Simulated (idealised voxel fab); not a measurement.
Process module in this document: voxel spacer lines
The cross-section on display is named cut; it measures 150 nm wide, and its cells are 5 nm squares.
Cross-section, as written here: a square-cell grid given band by band from the top down, where a band holds one or more rows of cells. What a band's entry tells you: where the top is and where the bottom is, as heights in nm, and after that what lies inside, material by material from left to right, each with its width in nm. Empty space is written as the word "air", and a single material marked with the word "all across" occupies the band from edge to edge. Ref level 0: as-received wafer is one material below here. Bottom band extends down with no lower bound ("0 -> down"). The width entry "30..40" should be interpreted row by row: the top row of cells in the band takes the first number, the bottom row takes the second number, and the change between adjacent rows is uniform throughout. Basically "no change" means that step didn't change any cell in the cross-section. Closed empty spaces (no open way to the top) of 8 cells or more are what "Cavities, closed" lists, each as width x height at distance from the left edge, nm for all three. Whatever follows a step's settings on its line is a remark the simulator itself makes about that step. overlay nm: for a step with a mask, the amount by which the mask lay right of where it was planned; a negative amount means left of it.
The planned process steps are enumerated hereunder
1 RECEIVE [material Si]
2 CONFORMAL_DEP [material Al2O3] [thk nm 5]
3 DIRECTIONAL_DEP [material SiN] [thk nm 20]
4 DIRECTIONAL_DEP [material aC] [thk nm 20]
5 PATTERN [tone cover] [mask id MANDREL] [material resist] [width nm 25] [pitch nm 80] [thk nm 30] [overlay nm 0]
6 DIRECTIONAL_ETCH [etch materials aC] [depth nm 20]
7 STRIP [etch materials resist]
8 CONFORMAL_DEP [material SiO2] [thk nm 15]
9 DIRECTIONAL_ETCH [etch materials SiO2] [depth nm 15]
10 STRIP [etch materials aC]
11 DIRECTIONAL_ETCH [etch materials SiN] [depth nm 20]
12 STRIP [etch materials SiO2]
Here's what the wafer looked like in cross-section when it arrived - that's after step 1
0 -> down: Si all across
Cavities, closed: none
Looking at the first of two wafers in cross-section at end of module - ran to plan
25 -> 5: air: 5 / SiN: 15 / air: 25 / SiN: 15 / air: 25 / SiN: 15 / air: 25 / SiN: 15 / air: 10
5 -> 0: Al2O3 all across
0 -> down: Si all across
Cavities, closed: none
Here's the second of our two wafers sectioned at module end. Same start as the first, same plan, but one mistake got made running it
25 -> 5: air: 20 / SiN: 25 / air: 55 / SiN: 25 / air: 25
5 -> 0: Al2O3 all across
0 -> down: Si all across
Cavities, closed: none
Run error: so step 5 ended up running with a different setting than we planned, it ran as PATTERN [tone open] [mask id MANDREL] [material resist] [width nm 25] [pitch nm 80] [thk nm 30] [overlay nm 0]
at the end the second wafer has, in cells: SiN: 8 fewer
